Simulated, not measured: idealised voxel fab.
The document below concerns the process module designated voxel wiring stack.
Xsec cut, 140 nm wide, square cell size 5 nm.
In this document a cross-section is written as a grid of square cells. It is given as a series of bands, listed from the top down, and a band is one or more rows of cells.
First you get the band's top height and its bottom height, in nm, and then the materials it's made of, left to right, with each width in nm. If you see a single material with "everywhere", that one covers the band edge to edge. "empty" is empty space.
Convention: height 0 is the level below which the wafer, as received, is all one material. The lowest band does not terminate at the bottom but continues downward, represented as "0..down".
A two-number width, for instance "30 to 40", indicates that the width is equal to the first number in the top row of the band and to the second number in the bottom row, and that it changes by a constant amount per row of cells.
"nothing was modified" (step): cross-section cells unchanged, all of them.
Listed in "Voids lacking openings": every empty space of 8 or more cells without an open way to the top. Form: width x height at distance, the distance being from the left edge, all in nm.
Formally, on a step line, whatever follows the settings is a remark that the simulator itself makes on the step.
overlay nm: how far to the right of its planned place the mask lay on this masked step (negative: to the left).

### Planned step list for the process
1) RECEIVE [material Si]
2) CONFORMAL_DEP [material SiO2] [thk nm 10]
3) CONFORMAL_DEP [material SiN] [thk nm 5]
4) DIRECTIONAL_DEP [material lowk] [thk nm 15]
5) PATTERN [tone open] [mask id METAL_1] [material resist] [width nm 30] [pitch nm 50] [thk nm 20] [overlay nm 0]
6) DIRECTIONAL_ETCH [etch materials lowk] [depth nm 15]
7) DIRECTIONAL_ETCH [etch materials SiN] [depth nm 5]
8) STRIP [etch materials resist]
9) CONFORMAL_DEP [material TiN] [thk nm 5]
10) FILL_DEP [material Cu] [thk nm 5]
11) CMP [height nm 30]
12) CONFORMAL_DEP [material SiCN] [thk nm 5]
13) DIRECTIONAL_DEP [material SiO2] [thk nm 30]
14) MASKED_ETCH [tone open] [mask id METAL_2_HOLES] [width nm 15] [pitch nm 50] [etch materials SiO2] [depth nm 30] [overlay nm 0]
15) DIRECTIONAL_DEP [material aC] [thk nm 15]
16) PATTERN [tone open] [mask id METAL_2] [material resist] [width nm 30] [pitch nm 50] [thk nm 30] [overlay nm 0]
17) DIRECTIONAL_ETCH [etch materials aC] [depth nm 15]
18) STRIP [etch materials resist]
19) DIRECTIONAL_ETCH [etch materials SiO2] [depth nm 15]
20) DIRECTIONAL_ETCH [etch materials SiCN] [depth nm 5]
21) STRIP [etch materials aC]
22) CONFORMAL_DEP [material TiN] [thk nm 5]
23) FILL_DEP [material Cu] [thk nm 5]
24) CMP [height nm 65]
25) CONFORMAL_DEP [material SiCN] [thk nm 5]
26) DIRECTIONAL_DEP [material lowk] [thk nm 10]
27) PATTERN [tone open] [mask id PLUG_2] [material resist] [width nm 15] [pitch nm 50] [thk nm 15] [overlay nm 0]
28) DIRECTIONAL_ETCH [etch materials lowk] [depth nm 10]
29) DIRECTIONAL_ETCH [etch materials SiCN] [depth nm 5]
30) STRIP [etch materials resist]
31) EPI [material Ru] [thk nm 10]
32) EPI [material Ru] [thk nm 5]
33) CONFORMAL_DEP [material SiCN] [thk nm 5]
34) DIRECTIONAL_DEP [material lowk] [thk nm 15]
35) PATTERN [tone open] [mask id METAL_3] [material resist] [width nm 30] [pitch nm 50] [thk nm 20] [overlay nm 0]
36) DIRECTIONAL_ETCH [etch materials lowk] [depth nm 15]
37) DIRECTIONAL_ETCH [etch materials SiCN] [depth nm 5]
38) STRIP [etch materials resist]
39) CONFORMAL_DEP [material TiN] [thk nm 5]
40) FILL_DEP [material Ru] [thk nm 5]
41) CMP [height nm 100]
42) EPI [material Ru] [thk nm 5]
43) FILL_DEP [material SiCN] [thk nm 5]
44) DIRECTIONAL_DEP [material lowk] [thk nm 30]
45) PATTERN [tone open] [mask id METAL_4_HOLES] [material resist] [width nm 15] [thk nm 20] [overlay nm 0]
46) DIRECTIONAL_ETCH [etch materials lowk] [depth nm 30]
47) STRIP [etch materials resist]
48) PATTERN [tone open] [mask id METAL_4] [material resist] [width nm 30] [pitch nm 50] [thk nm 15] [overlay nm 0]
49) DIRECTIONAL_ETCH [etch materials lowk] [depth nm 15]
50) DIRECTIONAL_ETCH [etch materials SiCN] [depth nm 5]
51) STRIP [etch materials resist]
52) CONFORMAL_DEP [material TiN] [thk nm 5]
53) FILL_DEP [material Cu] [thk nm 10]
54) CMP [height nm 140]
55) CONFORMAL_DEP [material SiN] [thk nm 5]

### Shown in cross-section is the wafer as received, that is, as it stands after step 1
	0..down  Si everywhere
	Voids lacking openings: none

### End-of-module cross-section of the first of two wafers, processed as planned
	145..140  SiN everywhere
	140..130  30 of lowk; 5 of TiN; 20 of Cu; 5 of TiN; 20 of lowk; 5 of TiN; 20 of Cu; 5 of TiN; 30 of lowk
	130..125  30 of lowk; 5 of TiN; 5 of Cu; 20 of TiN; 20 of lowk; 30 of TiN; 30 of lowk
	125..110  30 of lowk; 5 of TiN; 5 of Cu; 5 of TiN; 95 of lowk
	110..105  30 of SiCN; 15 of TiN; 95 of SiCN
	105..100  25 of SiCN; 40 of Ru; 10 of SiCN; 40 of Ru; 25 of SiCN
	100..85  30 of lowk; 5 of TiN; 20 of Ru; 5 of TiN; 20 of lowk; 5 of TiN; 20 of Ru; 5 of TiN; 30 of lowk
	85..80  30 of SiCN; 30 of TiN; 20 of SiCN; 30 of TiN; 30 of SiCN
	80..70  30 of lowk; 15 of Ru; 35 of lowk; 15 of Ru; 45 of lowk
	70..65  30 of SiCN; 15 of Ru; 35 of SiCN; 15 of Ru; 45 of SiCN
	65..55  30 of SiO2; 5 of TiN; 20 of Cu; 5 of TiN; 20 of SiO2; 5 of TiN; 20 of Cu; 5 of TiN; 30 of SiO2
	55..50  30 of SiO2; 5 of TiN; 5 of Cu; 20 of TiN; 20 of SiO2; 5 of TiN; 5 of Cu; 20 of TiN; 30 of SiO2
	50..35  30 of SiO2; 5 of TiN; 5 of Cu; 5 of TiN; 35 of SiO2; 5 of TiN; 5 of Cu; 5 of TiN; 45 of SiO2
	35..30  30 of SiCN; 15 of TiN; 35 of SiCN; 15 of TiN; 45 of SiCN
	30..15  30 of lowk; 5 of TiN; 20 of Cu; 5 of TiN; 20 of lowk; 5 of TiN; 20 of Cu; 5 of TiN; 30 of lowk
	15..10  30 of SiN; 30 of TiN; 20 of SiN; 30 of TiN; 30 of SiN
	10..0  SiO2 everywhere
	0..down  Si everywhere
	Voids lacking openings: none

### Here's the second of our two wafers sectioned at module end. Same start as the first, same plan, but one mistake got made running it
	145..140  SiN everywhere
	140..130  30 of lowk; 5 of TiN; 20 of Cu; 5 of TiN; 20 of lowk; 5 of TiN; 20 of Cu; 5 of TiN; 30 of lowk
	130..125  30 of lowk; 5 of TiN; 5 of Cu; 20 of TiN; 20 of lowk; 30 of TiN; 30 of lowk
	125..110  30 of lowk; 5 of TiN; 5 of Cu; 5 of TiN; 95 of lowk
	110..105  30 of SiCN; 15 of TiN; 95 of SiCN
	105..100  25 of SiCN; 40 of Ru; 10 of SiCN; 40 of Ru; 25 of SiCN
	100..85  30 of lowk; 5 of TiN; 20 of Ru; 5 of TiN; 20 of lowk; 5 of TiN; 20 of Ru; 5 of TiN; 30 of lowk
	85..80  30 of SiCN; 30 of TiN; 20 of SiCN; 30 of TiN; 30 of SiCN
	80..70  30 of lowk; 15 of Ru; 35 of lowk; 15 of Ru; 45 of lowk
	70..65  30 of SiCN; 15 of Ru; 35 of SiCN; 15 of Ru; 45 of SiCN
	65..50  30 of SiO2; 5 of TiN; 20 of Cu; 5 of TiN; 20 of SiO2; 5 of TiN; 20 of Cu; 5 of TiN; 30 of SiO2
	50..45  30 of SiO2; 5 of TiN; 5 of Cu; 20 of TiN; 20 of SiO2; 5 of TiN; 5 of Cu; 20 of TiN; 30 of SiO2
	45..35  30 of SiO2; 5 of TiN; 5 of Cu; 5 of TiN; 35 of SiO2; 5 of TiN; 5 of Cu; 5 of TiN; 45 of SiO2
	35..30  30 of SiCN; 15 of TiN; 35 of SiCN; 15 of TiN; 45 of SiCN
	30..15  30 of lowk; 5 of TiN; 20 of Cu; 5 of TiN; 20 of lowk; 5 of TiN; 20 of Cu; 5 of TiN; 30 of lowk
	15..10  30 of SiN; 30 of TiN; 20 of SiN; 30 of TiN; 30 of SiN
	10..0  SiO2 everywhere
	0..down  Si everywhere
	Voids lacking openings: none
What broke from the plan during processing? so step 19 ended up running with a different setting than we planned, it ran as DIRECTIONAL_ETCH [etch materials SiO2] [depth nm 20]
Materials where the second wafer ends with more or fewer cells than the first: Cu +6, SiO2 -6
